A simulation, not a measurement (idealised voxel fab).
Process module heading - voxel gate over fins
Xsec cut, 285 nm wide, square cell size 5 nm.
Cross-section format: a grid of square cells, given as bands from top to bottom; each band is one or more rows of cells. The entry gives the band's vertical extent as a top height and a bottom height in nm, then its horizontal make-up as materials from left to right, each with a width in nm. "empty" stands for empty space; a single material marked "edge to edge" fills the band edge to edge. Heights are measured from 0, the level below which the as-received wafer is all one material; the lowest band has no bottom and continues downward, written as in "0 and below". You'd read "30..40" like this: the band's top row of cells is as wide as the first number, its bottom row is as wide as the second, and going down, every row changes width by the same amount as the row before did. Key: "all unchanged" - step with no changed cell in the cross-section. "Closed internal cavities" means: voids of 8 cells or more that are shut off from the top with no open way through. Written width x height at distance, distance from the left edge, in nm. That trailing text on a step's line, after the settings, is the simulator's own remark on the step. "overlay nm", when on a step's line for a step with a mask, measures how far to the right of its planned place the mask lay; a negative measure means to the left.

### plan
1,RECEIVE, material Si
2,CONFORMAL_DEP, material SiN, thk nm 10
3,PATTERN, tone cover, mask id FINS, material resist, width nm 15, pitch nm 40, thk nm 15, overlay nm 0
4,DIRECTIONAL_ETCH, etch materials SiN, depth nm 10
5,DIRECTIONAL_ETCH, etch materials Si, depth nm 30
6,STRIP, etch materials resist
7,FILL_DEP, material SiO2, thk nm 5
8,CMP, height nm 10
9,SELECTIVE_ETCH, etch materials SiO2, depth nm 25
10,STRIP, etch materials SiN
11,CONFORMAL_DEP, material HfO2, thk nm 5
12,CONFORMAL_DEP, material TiN, thk nm 5
13,FILL_DEP, material W, thk nm 10
14,CMP, height nm 15
15,CONFORMAL_DEP, material SiCN, thk nm 10

### Step 1 complete: cross-section of the wafer as received
0 and below  Si edge to edge
Closed internal cavities: none

### Cross-section, first of two wafers, end of module, run as planned
25 down to 15  SiCN edge to edge
15 down to 10  W edge to edge
10 down to 5  W=105, then TiN=35, then W=5, then TiN=35, then W=105
5 down to 0  W=105, then TiN=5, then HfO2=25, then TiN=5, then W=5, then TiN=5, then HfO2=25, then TiN=5, then W=105
0 down to -5  W=105, then TiN=5, then HfO2=5, then Si=15, then HfO2=5, then TiN=5, then W=5, then TiN=5, then HfO2=5, then Si=15, then HfO2=5, then TiN=5, then W=105
-5 down to -10  TiN=110, then HfO2=5, then Si=15, then HfO2=5, then TiN=15, then HfO2=5, then Si=15, then HfO2=5, then TiN=110
-10 down to -15  HfO2=115, then Si=15, then HfO2=25, then Si=15, then HfO2=115
-15 down to -30  SiO2=115, then Si=15, then SiO2=25, then Si=15, then SiO2=115
-30 and below  Si edge to edge
Closed internal cavities: none

### So this is wafer number two of the two, cut at the end of the module - it started where the first did and had the same plan, we just got one thing wrong running it
25 down to 15  SiCN edge to edge
15 down to 10  W edge to edge
10 down to 5  TiN edge to edge
5 down to 0  HfO2=120, then TiN=5, then HfO2=35, then TiN=5, then HfO2=120
0 down to -10  Si=115, then HfO2=5, then TiN=5, then HfO2=5, then Si=25, then HfO2=5, then TiN=5, then HfO2=5, then Si=115
-10 down to -15  Si=115, then HfO2=15, then Si=25, then HfO2=15, then Si=115
-15 down to -30  Si=115, then SiO2=15, then Si=25, then SiO2=15, then Si=115
-30 and below  Si edge to edge
Closed internal cavities: none
Nonconformance to the process plan: contrary to plan, step 3 was performed as PATTERN, tone open, mask id FINS, material resist, width nm 15, pitch nm 40, thk nm 15, overlay nm 0
Count the cells at the end and the second wafer has more or fewer of some materials than the first: 270 more of Si, 135 fewer of SiO2, 6 fewer of TiN, 129 fewer of W
